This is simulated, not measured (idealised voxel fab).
The document below concerns the process module designated voxel plated lines.
For reference, the cross-section in this document is cut, with width 215 nm and square cells of 5 nm.
Reading order for cross-sections: top band down to bottom band. Underlying form: a grid of square cells. Band size: one or more rows of cells. Basically the band line says how high the top is and how high the bottom is, in nm, and then what's in it from left to right, every material with its width in nm. Empty space shows up as "blank", and if a single material carries "all across" it runs the full band edge to edge. Where do heights start? At 0: under that level the wafer as delivered is made of one material only. And the lowest band has no floor; it just carries on downward, as in "z 0 and below". Think of "30 to 40" as a width that walks from the first number to the second as you go down the band, top row to bottom row, taking equal-sized steps from row to row. You'll sometimes find "no alteration" written for a step, and that's the way of saying that nowhere in the cross-section did a cell change during that step. Empty spaces without an open route to the top, at least 8 cells in extent, make up the entry "Closed void entries"; each is given as width x height at distance, where the distance is measured from the left edge, and all are in nm. On each step's line, the part that comes after the settings is the simulator's own comment on the step. If you see "overlay nm" on a step's line and that step has a mask, it's telling you how far right of where it was planned the mask ended up; a negative number means it went left instead.

## So here's the lineup of process steps we planned
1) RECEIVE [material Si]
2) CONFORMAL_DEP [material SiN] [thk nm 15]
3) DIRECTIONAL_DEP [material TiN] [thk nm 5]
4) PATTERN [tone open] [mask id LINES] [material resist] [width nm 25] [pitch nm 55] [thk nm 30] [overlay nm 0]
5) EPI [material Ru] [thk nm 5]
6) EPI [material Ru] [thk nm 5]
7) STRIP [etch materials resist]
8) DIRECTIONAL_ETCH [etch materials TiN] [depth nm 5]
9) CONFORMAL_DEP [material SiO2] [thk nm 5]

## First of two wafers - as planned

## Cross-section of the wafer upon arrival, representing the state reached after step 1
  z 0 and below = Si all across
  Closed void entries: none

## Wafer xsec, post step 2
  z 15 to 0 = SiN all across
  Below 0 it's all the same as before, nothing changed down there.

## Wafer xsec, post step 3
  z 20 to 15 = TiN all across
  Below 15 it's all the same as before, nothing changed down there.

## Wafer xsec, post step 4
  z 50 to 20 = resist 40 nm  blank 25 nm  resist 30 nm  blank 25 nm  resist 30 nm  blank 25 nm  resist 40 nm
  Below 20 it's all the same as before, nothing changed down there.

## Wafer xsec, post step 5
  z 50 to 25 = resist 40 nm  blank 25 nm  resist 30 nm  blank 25 nm  resist 30 nm  blank 25 nm  resist 40 nm
  z 25 to 20 = resist 40 nm  Ru 25 nm  resist 30 nm  Ru 25 nm  resist 30 nm  Ru 25 nm  resist 40 nm
  Below 20 it's all the same as before, nothing changed down there.

## Wafer xsec, post step 6
  z 50 to 30 = resist 40 nm  blank 25 nm  resist 30 nm  blank 25 nm  resist 30 nm  blank 25 nm  resist 40 nm
  z 30 to 20 = resist 40 nm  Ru 25 nm  resist 30 nm  Ru 25 nm  resist 30 nm  Ru 25 nm  resist 40 nm
  Below 20 it's all the same as before, nothing changed down there.

## Wafer xsec, post step 7
  z 30 to 20 = blank 40 nm  Ru 25 nm  blank 30 nm  Ru 25 nm  blank 30 nm  Ru 25 nm  blank 40 nm
  Below 20 it's all the same as before, nothing changed down there.

## Wafer xsec, post step 8
  z 30 to 20 = blank 40 nm  Ru 25 nm  blank 30 nm  Ru 25 nm  blank 30 nm  Ru 25 nm  blank 40 nm
  z 20 to 15 = blank 40 nm  TiN 25 nm  blank 30 nm  TiN 25 nm  blank 30 nm  TiN 25 nm  blank 40 nm
  Below 15 it's all the same as before, nothing changed down there.

## Wafer xsec, post step 9
  z 35 to 30 = blank 35 nm  SiO2 35 nm  blank 20 nm  SiO2 35 nm  blank 20 nm  SiO2 35 nm  blank 35 nm
  z 30 to 20 = blank 35 nm  SiO2 5 nm  Ru 25 nm  SiO2 5 nm  blank 20 nm  SiO2 5 nm  Ru 25 nm  SiO2 5 nm  blank 20 nm  SiO2 5 nm  Ru 25 nm  SiO2 5 nm  blank 35 nm
  z 20 to 15 = SiO2 40 nm  TiN 25 nm  SiO2 30 nm  TiN 25 nm  SiO2 30 nm  TiN 25 nm  SiO2 40 nm
  Below 15 it's all the same as before, nothing changed down there.

## Second wafer. Start and plan as for the first. One mistake made in running. Agrees with the first up to and including step 3

## Cross-section of the second wafer corresponding to the planned conclusion of step 4
  z 50 to 20 = resist 30 nm  blank 25 nm  resist 30 nm  blank 25 nm  resist 30 nm  blank 25 nm  resist 50 nm
  Below 20 it's all the same as before, nothing changed down there.

## Cross-section of the second wafer corresponding to the planned conclusion of step 5
  z 50 to 25 = resist 30 nm  blank 25 nm  resist 30 nm  blank 25 nm  resist 30 nm  blank 25 nm  resist 50 nm
  z 25 to 20 = resist 30 nm  Ru 25 nm  resist 30 nm  Ru 25 nm  resist 30 nm  Ru 25 nm  resist 50 nm
  Below 20 it's all the same as before, nothing changed down there.

## Cross-section of the second wafer corresponding to the planned conclusion of step 6
  z 50 to 30 = resist 30 nm  blank 25 nm  resist 30 nm  blank 25 nm  resist 30 nm  blank 25 nm  resist 50 nm
  z 30 to 20 = resist 30 nm  Ru 25 nm  resist 30 nm  Ru 25 nm  resist 30 nm  Ru 25 nm  resist 50 nm
  Below 20 it's all the same as before, nothing changed down there.

## Cross-section of the second wafer corresponding to the planned conclusion of step 7
  z 30 to 20 = blank 30 nm  Ru 25 nm  blank 30 nm  Ru 25 nm  blank 30 nm  Ru 25 nm  blank 50 nm
  Below 20 it's all the same as before, nothing changed down there.

## Cross-section of the second wafer corresponding to the planned conclusion of step 8
  z 30 to 20 = blank 30 nm  Ru 25 nm  blank 30 nm  Ru 25 nm  blank 30 nm  Ru 25 nm  blank 50 nm
  z 20 to 15 = blank 30 nm  TiN 25 nm  blank 30 nm  TiN 25 nm  blank 30 nm  TiN 25 nm  blank 50 nm
  Below 15 it's all the same as before, nothing changed down there.

## Cross-section of the second wafer corresponding to the planned conclusion of step 9
  z 35 to 30 = blank 25 nm  SiO2 35 nm  blank 20 nm  SiO2 35 nm  blank 20 nm  SiO2 35 nm  blank 45 nm
  z 30 to 20 = blank 25 nm  SiO2 5 nm  Ru 25 nm  SiO2 5 nm  blank 20 nm  SiO2 5 nm  Ru 25 nm  SiO2 5 nm  blank 20 nm  SiO2 5 nm  Ru 25 nm  SiO2 5 nm  blank 45 nm
  z 20 to 15 = SiO2 30 nm  TiN 25 nm  SiO2 30 nm  TiN 25 nm  SiO2 30 nm  TiN 25 nm  SiO2 50 nm
  Below 15 it's all the same as before, nothing changed down there.
Deviation noted in wafer processing: step 4 deviated from plan and actually ran as PATTERN [tone open] [mask id LINES] [material resist] [width nm 25] [pitch nm 55] [thk nm 30] [overlay nm -10]
Matching per-material cell counts, mismatched positions: that is how the second wafer compares with the first at the end.
